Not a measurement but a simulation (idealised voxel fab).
process module | voxel gate over fins
Each square cell in cross-section cut measures 5 nm, and the section as a whole is 280 nm wide.
Think of the cross-section as a grid of square cells. We describe it in bands, top to bottom, and each band covers one or more rows of those cells.
This entry defines a band. It first specifies the height of the band's top and the height of its bottom in nm, and then specifies the band's materials from left to right, stating each material with its width in nm. The word "throughout" identifies a single material that fills the band from edge to edge, while the word "air" identifies empty space.
We count height from 0. Below that, the starting wafer is all one material. The lowest band never ends at the bottom but goes on down; see "0..down" for how that is written.
Top row gets the first number, bottom row gets the second, and each row in between changes by the same step: that is how a band width like "30 to 40" works.
"identical to before", as given for a step, is the statement that not any cell of the cross-section underwent a change during that step.
You'll see "Closed void entries" listing empty spaces that have no way open to the top, as long as they're 8 cells or more; the notation is width x height at distance, where the distance is from the left edge, and all of it is in nm.
Text after the settings on a step's line: the simulator's own remark on that step.
For masked steps, "overlay nm" on the step line gives how far right of plan the mask actually lay; a minus sign means it lay to the left.
# So here's the lineup of process steps we planned
1: RECEIVE | material Si
2: CONFORMAL_DEP | material SiN | thk nm 10
3: DIRECTIONAL_DEP | material aC | thk nm 15
4: PATTERN | tone cover | mask id FINS | material resist | width nm 15 | pitch nm 50 | thk nm 30 | overlay nm 0
5: DIRECTIONAL_ETCH | etch materials aC | depth nm 15
6: STRIP | etch materials resist
7: DIRECTIONAL_ETCH | etch materials SiN | depth nm 10
8: DIRECTIONAL_ETCH | etch materials Si | depth nm 30
9: STRIP | etch materials aC
10: OXIDIZE | depth nm 5
11: FILL_DEP | material SiO2 | thk nm 15
12: CMP | height nm 10
13: MASKED_ETCH | tone open | mask id RAIL | width nm 15 | etch materials SiO2 | depth nm 35 | overlay nm 0
14: CONFORMAL_DEP | material TiN | thk nm 5
15: FILL_DEP | material W | thk nm 5
16: CMP | height nm 10
17: SELECTIVE_ETCH | etch materials W Ru TiN | depth nm 25
18: FILL_DEP | material SiO2 | thk nm 5
19: CMP | height nm 10
20: SELECTIVE_ETCH | etch materials SiO2 | depth nm 20
21: STRIP | etch materials SiN
22: CONFORMAL_DEP | material HfO2 | thk nm 5
23: CONFORMAL_DEP | material TiN | thk nm 5
24: FILL_DEP | material W | thk nm 15
25: CMP | height nm 20
26: CONFORMAL_DEP | material SiN | thk nm 5
# So, the first of our two wafers, run just as we planned it
# Step 1 complete: cross-section of the wafer as received
0..down  Si throughout
Closed void entries: none
# Step 2 done - wafer cross-section
10..0  SiN throughout
No changes below 0.
# Step 3 done - wafer cross-section
25..10  aC throughout
No changes below 10.
# Step 4 done - wafer cross-section
55..25  air 55 nm, then resist 15 nm, then air 35 nm, then resist 15 nm, then air 35 nm, then resist 15 nm, then air 35 nm, then resist 15 nm, then air 60 nm
No changes below 25.
# Step 5 done - wafer cross-section
40..25  air 55 nm, then resist 15 nm, then air 35 nm, then resist 15 nm, then air 35 nm, then resist 15 nm, then air 35 nm, then resist 15 nm, then air 60 nm
25..10  air 55 nm, then aC 15 nm, then air 35 nm, then aC 15 nm, then air 35 nm, then aC 15 nm, then air 35 nm, then aC 15 nm, then air 60 nm
No changes below 10.
# Step 6 done - wafer cross-section
25..10  air 55 nm, then aC 15 nm, then air 35 nm, then aC 15 nm, then air 35 nm, then aC 15 nm, then air 35 nm, then aC 15 nm, then air 60 nm
No changes below 10.
# Step 7 done - wafer cross-section
25..10  air 55 nm, then aC 15 nm, then air 35 nm, then aC 15 nm, then air 35 nm, then aC 15 nm, then air 35 nm, then aC 15 nm, then air 60 nm
10..0  air 55 nm, then SiN 15 nm, then air 35 nm, then SiN 15 nm, then air 35 nm, then SiN 15 nm, then air 35 nm, then SiN 15 nm, then air 60 nm
No changes below 0.
# Step 8 done - wafer cross-section
25..10  air 55 nm, then aC 15 nm, then air 35 nm, then aC 15 nm, then air 35 nm, then aC 15 nm, then air 35 nm, then aC 15 nm, then air 60 nm
10..0  air 55 nm, then SiN 15 nm, then air 35 nm, then SiN 15 nm, then air 35 nm, then SiN 15 nm, then air 35 nm, then SiN 15 nm, then air 60 nm
0..-30  air 55 nm, then Si 15 nm, then air 35 nm, then Si 15 nm, then air 35 nm, then Si 15 nm, then air 35 nm, then Si 15 nm, then air 60 nm
No changes below -30.
# Step 9 done - wafer cross-section
10..0  air 55 nm, then SiN 15 nm, then air 35 nm, then SiN 15 nm, then air 35 nm, then SiN 15 nm, then air 35 nm, then SiN 15 nm, then air 60 nm
No changes below 0.
# Step 10 done - wafer cross-section
10..0  air 55 nm, then SiN 15 nm, then air 35 nm, then SiN 15 nm, then air 35 nm, then SiN 15 nm, then air 35 nm, then SiN 15 nm, then air 60 nm
0..-30  air 55 nm, then SiO2 5 nm, then Si 5 nm, then SiO2 5 nm, then air 35 nm, then SiO2 5 nm, then Si 5 nm, then SiO2 5 nm, then air 35 nm, then SiO2 5 nm, then Si 5 nm, then SiO2 5 nm, then air 35 nm, then SiO2 5 nm, then Si 5 nm, then SiO2 5 nm, then air 60 nm
-30..-35  SiO2 60 nm, then Si 5 nm, then SiO2 45 nm, then Si 5 nm, then SiO2 45 nm, then Si 5 nm, then SiO2 45 nm, then Si 5 nm, then SiO2 65 nm
No changes below -35.
# Step 11 done - wafer cross-section
25..10  SiO2 throughout
10..0  SiO2 55 nm, then SiN 15 nm, then SiO2 35 nm, then SiN 15 nm, then SiO2 35 nm, then SiN 15 nm, then SiO2 35 nm, then SiN 15 nm, then SiO2 60 nm
0..-35  SiO2 60 nm, then Si 5 nm, then SiO2 45 nm, then Si 5 nm, then SiO2 45 nm, then Si 5 nm, then SiO2 45 nm, then Si 5 nm, then SiO2 65 nm
No changes below -35.
# Step 12 done - wafer cross-section
10..0  SiO2 55 nm, then SiN 15 nm, then SiO2 35 nm, then SiN 15 nm, then SiO2 35 nm, then SiN 15 nm, then SiO2 35 nm, then SiN 15 nm, then SiO2 60 nm
No changes below 0.
# Step 13 done - wafer cross-section
10..0  SiO2 55 nm, then SiN 15 nm, then SiO2 10 nm, then air 15 nm, then SiO2 10 nm, then SiN 15 nm, then SiO2 35 nm, then SiN 15 nm, then SiO2 35 nm, then SiN 15 nm, then SiO2 60 nm
0..-25  SiO2 60 nm, then Si 5 nm, then SiO2 15 nm, then air 15 nm, then SiO2 15 nm, then Si 5 nm, then SiO2 45 nm, then Si 5 nm, then SiO2 45 nm, then Si 5 nm, then SiO2 65 nm
No changes below -25.
# Step 14 done - wafer cross-section
15..10  TiN 85 nm, then air 5 nm, then TiN 190 nm
10..0  SiO2 55 nm, then SiN 15 nm, then SiO2 10 nm, then TiN 5 nm, then air 5 nm, then TiN 5 nm, then SiO2 10 nm, then SiN 15 nm, then SiO2 35 nm, then SiN 15 nm, then SiO2 35 nm, then SiN 15 nm, then SiO2 60 nm
0..-20  SiO2 60 nm, then Si 5 nm, then SiO2 15 nm, then TiN 5 nm, then air 5 nm, then TiN 5 nm, then SiO2 15 nm, then Si 5 nm, then SiO2 45 nm, then Si 5 nm, then SiO2 45 nm, then Si 5 nm, then SiO2 65 nm
-20..-25  SiO2 60 nm, then Si 5 nm, then SiO2 15 nm, then TiN 15 nm, then SiO2 15 nm, then Si 5 nm, then SiO2 45 nm, then Si 5 nm, then SiO2 45 nm, then Si 5 nm, then SiO2 65 nm
No changes below -25.
# Step 15 done - wafer cross-section
20..15  W throughout
15..10  TiN 85 nm, then W 5 nm, then TiN 190 nm
10..0  SiO2 55 nm, then SiN 15 nm, then SiO2 10 nm, then TiN 5 nm, then W 5 nm, then TiN 5 nm, then SiO2 10 nm, then SiN 15 nm, then SiO2 35 nm, then SiN 15 nm, then SiO2 35 nm, then SiN 15 nm, then SiO2 60 nm
0..-20  SiO2 60 nm, then Si 5 nm, then SiO2 15 nm, then TiN 5 nm, then W 5 nm, then TiN 5 nm, then SiO2 15 nm, then Si 5 nm, then SiO2 45 nm, then Si 5 nm, then SiO2 45 nm, then Si 5 nm, then SiO2 65 nm
No changes below -20.
# Step 16 done - wafer cross-section
10..0  SiO2 55 nm, then SiN 15 nm, then SiO2 10 nm, then TiN 5 nm, then W 5 nm, then TiN 5 nm, then SiO2 10 nm, then SiN 15 nm, then SiO2 35 nm, then SiN 15 nm, then SiO2 35 nm, then SiN 15 nm, then SiO2 60 nm
No changes below 0.
# Step 17 done - wafer cross-section
10..0  SiO2 55 nm, then SiN 15 nm, then SiO2 10 nm, then air 15 nm, then SiO2 10 nm, then SiN 15 nm, then SiO2 35 nm, then SiN 15 nm, then SiO2 35 nm, then SiN 15 nm, then SiO2 60 nm
0..-15  SiO2 60 nm, then Si 5 nm, then SiO2 15 nm, then air 15 nm, then SiO2 15 nm, then Si 5 nm, then SiO2 45 nm, then Si 5 nm, then SiO2 45 nm, then Si 5 nm, then SiO2 65 nm
No changes below -15.
# Step 18 done - wafer cross-section
15..10  SiO2 throughout
10..0  SiO2 55 nm, then SiN 15 nm, then SiO2 35 nm, then SiN 15 nm, then SiO2 35 nm, then SiN 15 nm, then SiO2 35 nm, then SiN 15 nm, then SiO2 60 nm
0..-15  SiO2 60 nm, then Si 5 nm, then SiO2 45 nm, then Si 5 nm, then SiO2 45 nm, then Si 5 nm, then SiO2 45 nm, then Si 5 nm, then SiO2 65 nm
No changes below -15.
# Step 19 done - wafer cross-section
10..0  SiO2 55 nm, then SiN 15 nm, then SiO2 35 nm, then SiN 15 nm, then SiO2 35 nm, then SiN 15 nm, then SiO2 35 nm, then SiN 15 nm, then SiO2 60 nm
No changes below 0.
# Step 20 done - wafer cross-section
10..0  air 55 nm, then SiN 15 nm, then air 35 nm, then SiN 15 nm, then air 35 nm, then SiN 15 nm, then air 35 nm, then SiN 15 nm, then air 60 nm
0..-10  air 60 nm, then Si 5 nm, then air 45 nm, then Si 5 nm, then air 45 nm, then Si 5 nm, then air 45 nm, then Si 5 nm, then air 65 nm
No changes below -10.
# Step 21 done - wafer cross-section
0..-10  air 60 nm, then Si 5 nm, then air 45 nm, then Si 5 nm, then air 45 nm, then Si 5 nm, then air 45 nm, then Si 5 nm, then air 65 nm
No changes below -10.
# Step 22 done - wafer cross-section
5..0  air 55 nm, then HfO2 15 nm, then air 35 nm, then HfO2 15 nm, then air 35 nm, then HfO2 15 nm, then air 35 nm, then HfO2 15 nm, then air 60 nm
0..-5  air 55 nm, then HfO2 5 nm, then Si 5 nm, then HfO2 5 nm, then air 35 nm, then HfO2 5 nm, then Si 5 nm, then HfO2 5 nm, then air 35 nm, then HfO2 5 nm, then Si 5 nm, then HfO2 5 nm, then air 35 nm, then HfO2 5 nm, then Si 5 nm, then HfO2 5 nm, then air 60 nm
-5..-10  HfO2 60 nm, then Si 5 nm, then HfO2 45 nm, then Si 5 nm, then HfO2 45 nm, then Si 5 nm, then HfO2 45 nm, then Si 5 nm, then HfO2 65 nm
No changes below -10.
# Step 23 done - wafer cross-section
10..5  air 50 nm, then TiN 25 nm, then air 25 nm, then TiN 25 nm, then air 25 nm, then TiN 25 nm, then air 25 nm, then TiN 25 nm, then air 55 nm
5..0  air 50 nm, then TiN 5 nm, then HfO2 15 nm, then TiN 5 nm, then air 25 nm, then TiN 5 nm, then HfO2 15 nm, then TiN 5 nm, then air 25 nm, then TiN 5 nm, then HfO2 15 nm, then TiN 5 nm, then air 25 nm, then TiN 5 nm, then HfO2 15 nm, then TiN 5 nm, then air 55 nm
0..-5  TiN 55 nm, then HfO2 5 nm, then Si 5 nm, then HfO2 5 nm, then TiN 35 nm, then HfO2 5 nm, then Si 5 nm, then HfO2 5 nm, then TiN 35 nm, then HfO2 5 nm, then Si 5 nm, then HfO2 5 nm, then TiN 35 nm, then HfO2 5 nm, then Si 5 nm, then HfO2 5 nm, then TiN 60 nm
No changes below -5.
# Step 24 done - wafer cross-section
25..10  W throughout
10..5  W 50 nm, then TiN 25 nm, then W 25 nm, then TiN 25 nm, then W 25 nm, then TiN 25 nm, then W 25 nm, then TiN 25 nm, then W 55 nm
5..0  W 50 nm, then TiN 5 nm, then HfO2 15 nm, then TiN 5 nm, then W 25 nm, then TiN 5 nm, then HfO2 15 nm, then TiN 5 nm, then W 25 nm, then TiN 5 nm, then HfO2 15 nm, then TiN 5 nm, then W 25 nm, then TiN 5 nm, then HfO2 15 nm, then TiN 5 nm, then W 55 nm
No changes below 0.
# Step 25 done - wafer cross-section
20..10  W throughout
No changes below 10.
# Step 26 done - wafer cross-section
25..20  SiN throughout
No changes below 20.
# Second wafer. Start and plan as for the first. One mistake made in running. Agrees with the first up to and including step 19
# Here is the second wafer in cross-section at the point where step 20 of the plan should have been done
10..0  air 55 nm, then SiN 15 nm, then air 35 nm, then SiN 15 nm, then air 35 nm, then SiN 15 nm, then air 35 nm, then SiN 15 nm, then air 60 nm
0..-15  air 60 nm, then Si 5 nm, then air 45 nm, then Si 5 nm, then air 45 nm, then Si 5 nm, then air 45 nm, then Si 5 nm, then air 65 nm
-15..-20  air 60 nm, then Si 5 nm, then air 15 nm, then TiN 5 nm, then W 5 nm, then TiN 5 nm, then air 15 nm, then Si 5 nm, then air 45 nm, then Si 5 nm, then air 45 nm, then Si 5 nm, then air 65 nm
-20..-25  air 60 nm, then Si 5 nm, then air 15 nm, then TiN 15 nm, then air 15 nm, then Si 5 nm, then air 45 nm, then Si 5 nm, then air 45 nm, then Si 5 nm, then air 65 nm
-25..-30  air 60 nm, then Si 5 nm, then air 20 nm, then SiO2 5 nm, then air 20 nm, then Si 5 nm, then air 45 nm, then Si 5 nm, then air 45 nm, then Si 5 nm, then air 65 nm
No changes below -30.
# Here is the second wafer in cross-section at the point where step 21 of the plan should have been done
0..-15  air 60 nm, then Si 5 nm, then air 45 nm, then Si 5 nm, then air 45 nm, then Si 5 nm, then air 45 nm, then Si 5 nm, then air 65 nm
No changes below -15.
# Here is the second wafer in cross-section at the point where step 22 of the plan should have been done
5..0  air 55 nm, then HfO2 15 nm, then air 35 nm, then HfO2 15 nm, then air 35 nm, then HfO2 15 nm, then air 35 nm, then HfO2 15 nm, then air 60 nm
0..-10  air 55 nm, then HfO2 5 nm, then Si 5 nm, then HfO2 5 nm, then air 35 nm, then HfO2 5 nm, then Si 5 nm, then HfO2 5 nm, then air 35 nm, then HfO2 5 nm, then Si 5 nm, then HfO2 5 nm, then air 35 nm, then HfO2 5 nm, then Si 5 nm, then HfO2 5 nm, then air 60 nm
-10..-15  air 55 nm, then HfO2 5 nm, then Si 5 nm, then HfO2 5 nm, then air 5 nm, then HfO2 25 nm, then air 5 nm, then HfO2 5 nm, then Si 5 nm, then HfO2 5 nm, then air 35 nm, then HfO2 5 nm, then Si 5 nm, then HfO2 5 nm, then air 35 nm, then HfO2 5 nm, then Si 5 nm, then HfO2 5 nm, then air 60 nm
-15..-20  air 55 nm, then HfO2 5 nm, then Si 5 nm, then HfO2 5 nm, then air 5 nm, then HfO2 5 nm, then TiN 5 nm, then W 5 nm, then TiN 5 nm, then HfO2 5 nm, then air 5 nm, then HfO2 5 nm, then Si 5 nm, then HfO2 5 nm, then air 35 nm, then HfO2 5 nm, then Si 5 nm, then HfO2 5 nm, then air 35 nm, then HfO2 5 nm, then Si 5 nm, then HfO2 5 nm, then air 60 nm
-20..-25  air 55 nm, then HfO2 5 nm, then Si 5 nm, then HfO2 5 nm, then air 5 nm, then HfO2 5 nm, then TiN 15 nm, then HfO2 5 nm, then air 5 nm, then HfO2 5 nm, then Si 5 nm, then HfO2 5 nm, then air 35 nm, then HfO2 5 nm, then Si 5 nm, then HfO2 5 nm, then air 35 nm, then HfO2 5 nm, then Si 5 nm, then HfO2 5 nm, then air 60 nm
-25..-30  HfO2 60 nm, then Si 5 nm, then HfO2 20 nm, then SiO2 5 nm, then HfO2 20 nm, then Si 5 nm, then HfO2 45 nm, then Si 5 nm, then HfO2 45 nm, then Si 5 nm, then HfO2 65 nm
No changes below -30.
# Here is the second wafer in cross-section at the point where step 23 of the plan should have been done
10..5  air 50 nm, then TiN 25 nm, then air 25 nm, then TiN 25 nm, then air 25 nm, then TiN 25 nm, then air 25 nm, then TiN 25 nm, then air 55 nm
5..0  air 50 nm, then TiN 5 nm, then HfO2 15 nm, then TiN 5 nm, then air 25 nm, then TiN 5 nm, then HfO2 15 nm, then TiN 5 nm, then air 25 nm, then TiN 5 nm, then HfO2 15 nm, then TiN 5 nm, then air 25 nm, then TiN 5 nm, then HfO2 15 nm, then TiN 5 nm, then air 55 nm
0..-5  air 50 nm, then TiN 5 nm, then HfO2 5 nm, then Si 5 nm, then HfO2 5 nm, then TiN 5 nm, then air 25 nm, then TiN 5 nm, then HfO2 5 nm, then Si 5 nm, then HfO2 5 nm, then TiN 5 nm, then air 25 nm, then TiN 5 nm, then HfO2 5 nm, then Si 5 nm, then HfO2 5 nm, then TiN 5 nm, then air 25 nm, then TiN 5 nm, then HfO2 5 nm, then Si 5 nm, then HfO2 5 nm, then TiN 5 nm, then air 55 nm
-5..-10  air 50 nm, then TiN 5 nm, then HfO2 5 nm, then Si 5 nm, then HfO2 5 nm, then TiN 35 nm, then HfO2 5 nm, then Si 5 nm, then HfO2 5 nm, then TiN 5 nm, then air 25 nm, then TiN 5 nm, then HfO2 5 nm, then Si 5 nm, then HfO2 5 nm, then TiN 5 nm, then air 25 nm, then TiN 5 nm, then HfO2 5 nm, then Si 5 nm, then HfO2 5 nm, then TiN 5 nm, then air 55 nm
-10..-15  air 50 nm, then TiN 5 nm, then HfO2 5 nm, then Si 5 nm, then HfO2 5 nm, then TiN 5 nm, then HfO2 25 nm, then TiN 5 nm, then HfO2 5 nm, then Si 5 nm, then HfO2 5 nm, then TiN 5 nm, then air 25 nm, then TiN 5 nm, then HfO2 5 nm, then Si 5 nm, then HfO2 5 nm, then TiN 5 nm, then air 25 nm, then TiN 5 nm, then HfO2 5 nm, then Si 5 nm, then HfO2 5 nm, then TiN 5 nm, then air 55 nm
-15..-20  air 50 nm, then TiN 5 nm, then HfO2 5 nm, then Si 5 nm, then HfO2 5 nm, then TiN 5 nm, then HfO2 5 nm, then TiN 5 nm, then W 5 nm, then TiN 5 nm, then HfO2 5 nm, then TiN 5 nm, then HfO2 5 nm, then Si 5 nm, then HfO2 5 nm, then TiN 5 nm, then air 25 nm, then TiN 5 nm, then HfO2 5 nm, then Si 5 nm, then HfO2 5 nm, then TiN 5 nm, then air 25 nm, then TiN 5 nm, then HfO2 5 nm, then Si 5 nm, then HfO2 5 nm, then TiN 5 nm, then air 55 nm
-20..-25  TiN 55 nm, then HfO2 5 nm, then Si 5 nm, then HfO2 5 nm, then TiN 5 nm, then HfO2 5 nm, then TiN 15 nm, then HfO2 5 nm, then TiN 5 nm, then HfO2 5 nm, then Si 5 nm, then HfO2 5 nm, then TiN 35 nm, then HfO2 5 nm, then Si 5 nm, then HfO2 5 nm, then TiN 35 nm, then HfO2 5 nm, then Si 5 nm, then HfO2 5 nm, then TiN 60 nm
No changes below -25.
# Here is the second wafer in cross-section at the point where step 24 of the plan should have been done
25..10  W throughout
10..5  W 50 nm, then TiN 25 nm, then W 25 nm, then TiN 25 nm, then W 25 nm, then TiN 25 nm, then W 25 nm, then TiN 25 nm, then W 55 nm
5..0  W 50 nm, then TiN 5 nm, then HfO2 15 nm, then TiN 5 nm, then W 25 nm, then TiN 5 nm, then HfO2 15 nm, then TiN 5 nm, then W 25 nm, then TiN 5 nm, then HfO2 15 nm, then TiN 5 nm, then W 25 nm, then TiN 5 nm, then HfO2 15 nm, then TiN 5 nm, then W 55 nm
0..-5  W 50 nm, then TiN 5 nm, then HfO2 5 nm, then Si 5 nm, then HfO2 5 nm, then TiN 5 nm, then W 25 nm, then TiN 5 nm, then HfO2 5 nm, then Si 5 nm, then HfO2 5 nm, then TiN 5 nm, then W 25 nm, then TiN 5 nm, then HfO2 5 nm, then Si 5 nm, then HfO2 5 nm, then TiN 5 nm, then W 25 nm, then TiN 5 nm, then HfO2 5 nm, then Si 5 nm, then HfO2 5 nm, then TiN 5 nm, then W 55 nm
-5..-10  W 50 nm, then TiN 5 nm, then HfO2 5 nm, then Si 5 nm, then HfO2 5 nm, then TiN 35 nm, then HfO2 5 nm, then Si 5 nm, then HfO2 5 nm, then TiN 5 nm, then W 25 nm, then TiN 5 nm, then HfO2 5 nm, then Si 5 nm, then HfO2 5 nm, then TiN 5 nm, then W 25 nm, then TiN 5 nm, then HfO2 5 nm, then Si 5 nm, then HfO2 5 nm, then TiN 5 nm, then W 55 nm
-10..-15  W 50 nm, then TiN 5 nm, then HfO2 5 nm, then Si 5 nm, then HfO2 5 nm, then TiN 5 nm, then HfO2 25 nm, then TiN 5 nm, then HfO2 5 nm, then Si 5 nm, then HfO2 5 nm, then TiN 5 nm, then W 25 nm, then TiN 5 nm, then HfO2 5 nm, then Si 5 nm, then HfO2 5 nm, then TiN 5 nm, then W 25 nm, then TiN 5 nm, then HfO2 5 nm, then Si 5 nm, then HfO2 5 nm, then TiN 5 nm, then W 55 nm
-15..-20  W 50 nm, then TiN 5 nm, then HfO2 5 nm, then Si 5 nm, then HfO2 5 nm, then TiN 5 nm, then HfO2 5 nm, then TiN 5 nm, then W 5 nm, then TiN 5 nm, then HfO2 5 nm, then TiN 5 nm, then HfO2 5 nm, then Si 5 nm, then HfO2 5 nm, then TiN 5 nm, then W 25 nm, then TiN 5 nm, then HfO2 5 nm, then Si 5 nm, then HfO2 5 nm, then TiN 5 nm, then W 25 nm, then TiN 5 nm, then HfO2 5 nm, then Si 5 nm, then HfO2 5 nm, then TiN 5 nm, then W 55 nm
No changes below -20.
# Here is the second wafer in cross-section at the point where step 25 of the plan should have been done
20..10  W throughout
No changes below 10.
# Here is the second wafer in cross-section at the point where step 26 of the plan should have been done
25..20  SiN throughout
No changes below 20.
Want to know what went wrong? step 20 in the plan was executed twice
at the end the second wafer has, in cells: HfO2 +40, SiO2 -201, TiN +32, W +129
